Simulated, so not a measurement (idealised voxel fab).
Proc. module: voxel wiring stack
Cross-sectional view cut (width: 210 nm; square cell size: 5 nm).
When this document writes out a cross-section, it uses a grid of square cells and lists it as bands, beginning at the top and moving down, with a band standing for one or more rows of cells. The band entry comprises the height of the band's top followed by the height of its bottom, expressed in nm, and subsequently the band's materials from left to right, each stated together with its width in nm. Where a single material is marked with the word "throughout", that material fills the band from edge to edge. The word "empty" represents empty space. We count height from 0. Below that, the starting wafer is all one material. The lowest band never ends at the bottom but goes on down; see "0 nm and below" for how that is written. You'd read "30->40" like this: the band's top row of cells is as wide as the first number, its bottom row is as wide as the second, and going down, every row changes width by the same amount as the row before did. "no change" after a step means that no cell of the cross-section changed. "Trapped cavities" lists enclosed empty spaces (at least 8 cells, no open path upward to the top), each as width x height at distance from the left edge, in nm. On each step's line, the part that comes after the settings is the simulator's own comment on the step. "overlay nm", when on a step's line for a step with a mask, measures how far to the right of its planned place the mask lay; a negative measure means to the left.

[These are the steps we planned for the process]
1 RECEIVE, material Si
2 CONFORMAL_DEP, material SiO2, thk nm 10
3 CONFORMAL_DEP, material SiN, thk nm 5
4 DIRECTIONAL_DEP, material lowk, thk nm 25
5 DIRECTIONAL_DEP, material aC, thk nm 15
6 PATTERN, tone open, mask id METAL_1, material resist, width nm 30, pitch nm 45, thk nm 30, overlay nm 0
7 DIRECTIONAL_ETCH, etch materials aC, depth nm 15
8 STRIP, etch materials resist
9 DIRECTIONAL_ETCH, etch materials lowk, depth nm 25
10 DIRECTIONAL_ETCH, etch materials SiN, depth nm 5
11 STRIP, etch materials aC
12 CONFORMAL_DEP, material TiN, thk nm 5
13 FILL_DEP, material Cu, thk nm 5
14 CMP, height nm 40
15 CONFORMAL_DEP, material SiCN, thk nm 5
16 DIRECTIONAL_DEP, material lowk, thk nm 35
17 DIRECTIONAL_DEP, material aC, thk nm 15
18 PATTERN, tone open, mask id METAL_2_HOLES, material resist, width nm 15, thk nm 35, overlay nm 0
19 DIRECTIONAL_ETCH, etch materials aC, depth nm 15
20 STRIP, etch materials resist
21 DIRECTIONAL_ETCH, etch materials lowk, depth nm 35
22 STRIP, etch materials aC
23 DIRECTIONAL_DEP, material aC, thk nm 15
24 PATTERN, tone open, mask id METAL_2, material resist, width nm 30, pitch nm 45, thk nm 30, overlay nm 0
25 DIRECTIONAL_ETCH, etch materials aC, depth nm 15
26 STRIP, etch materials resist
27 DIRECTIONAL_ETCH, etch materials lowk, depth nm 20
28 DIRECTIONAL_ETCH, etch materials SiCN, depth nm 5
29 STRIP, etch materials aC
30 CONFORMAL_DEP, material TiN, thk nm 5
31 FILL_DEP, material Cu, thk nm 5
32 CMP, height nm 80
33 CONFORMAL_DEP, material SiCN, thk nm 5
34 DIRECTIONAL_DEP, material SiO2, thk nm 15
35 MASKED_ETCH, tone open, mask id PLUG_2, width nm 15, etch materials SiO2, depth nm 15, overlay nm 0
36 MASKED_ETCH, tone open, mask id PLUG_2, width nm 15, etch materials SiCN, depth nm 5, overlay nm 0
37 EPI, material Ru, thk nm 10
38 EPI, material Ru, thk nm 10
39 CONFORMAL_DEP, material SiN, thk nm 5
40 DIRECTIONAL_DEP, material lowk, thk nm 20
41 PATTERN, tone open, mask id METAL_3, material resist, width nm 30, pitch nm 45, thk nm 20, overlay nm 0
42 DIRECTIONAL_ETCH, etch materials lowk, depth nm 20
43 DIRECTIONAL_ETCH, etch materials SiN, depth nm 5
44 STRIP, etch materials resist
45 CONFORMAL_DEP, material TiN, thk nm 5
46 FILL_DEP, material W, thk nm 5
47 CMP, height nm 125
48 CONFORMAL_DEP, material SiCN, thk nm 5

[Shown in cross-section is the wafer as received, that is, as it stands after step 1]
* 0 nm and below | Si throughout
* Trapped cavities: none

[a wafer at the end: this start, this plan, one mistake]
* 130 nm to 125 nm | SiCN throughout
* 125 nm to 105 nm | lowk 65 | TiN 5 | W 20 | TiN 5 | lowk 15 | TiN 5 | W 20 | TiN 5 | lowk 70
* 105 nm to 100 nm | SiN 65 | TiN 30 | SiN 15 | TiN 30 | SiN 70
* 100 nm to 85 nm | SiO2 65 | Ru 15 | SiO2 130
* 85 nm to 80 nm | SiCN 65 | Ru 15 | SiCN 130
* 80 nm to 65 nm | lowk 65 | TiN 5 | Cu 20 | TiN 5 | lowk 20 | TiN 5 | Cu 15 | TiN 5 | lowk 70
* 65 nm to 60 nm | lowk 65 | TiN 5 | Cu 5 | TiN 20 | lowk 20 | TiN 25 | lowk 70
* 60 nm to 50 nm | lowk 65 | TiN 5 | Cu 5 | TiN 5 | lowk 130
* 50 nm to 45 nm | lowk 65 | TiN 15 | lowk 130
* 45 nm to 40 nm | SiCN 70 | TiN 10 | SiCN 130
* 40 nm to 15 nm | lowk 65 | TiN 5 | Cu 20 | TiN 5 | lowk 15 | TiN 5 | Cu 20 | TiN 5 | lowk 70
* 15 nm to 10 nm | SiN 65 | TiN 30 | SiN 15 | TiN 30 | SiN 70
* 10 nm to 0 nm | SiO2 throughout
* 0 nm and below | Si throughout
* Trapped cavities: none
what went wrong: it should be noted that step 24 was executed with settings other than those planned, the operation and settings actually applied being PATTERN, tone open, mask id METAL_2, material resist, width nm 25, pitch nm 45, thk nm 30, overlay nm 0
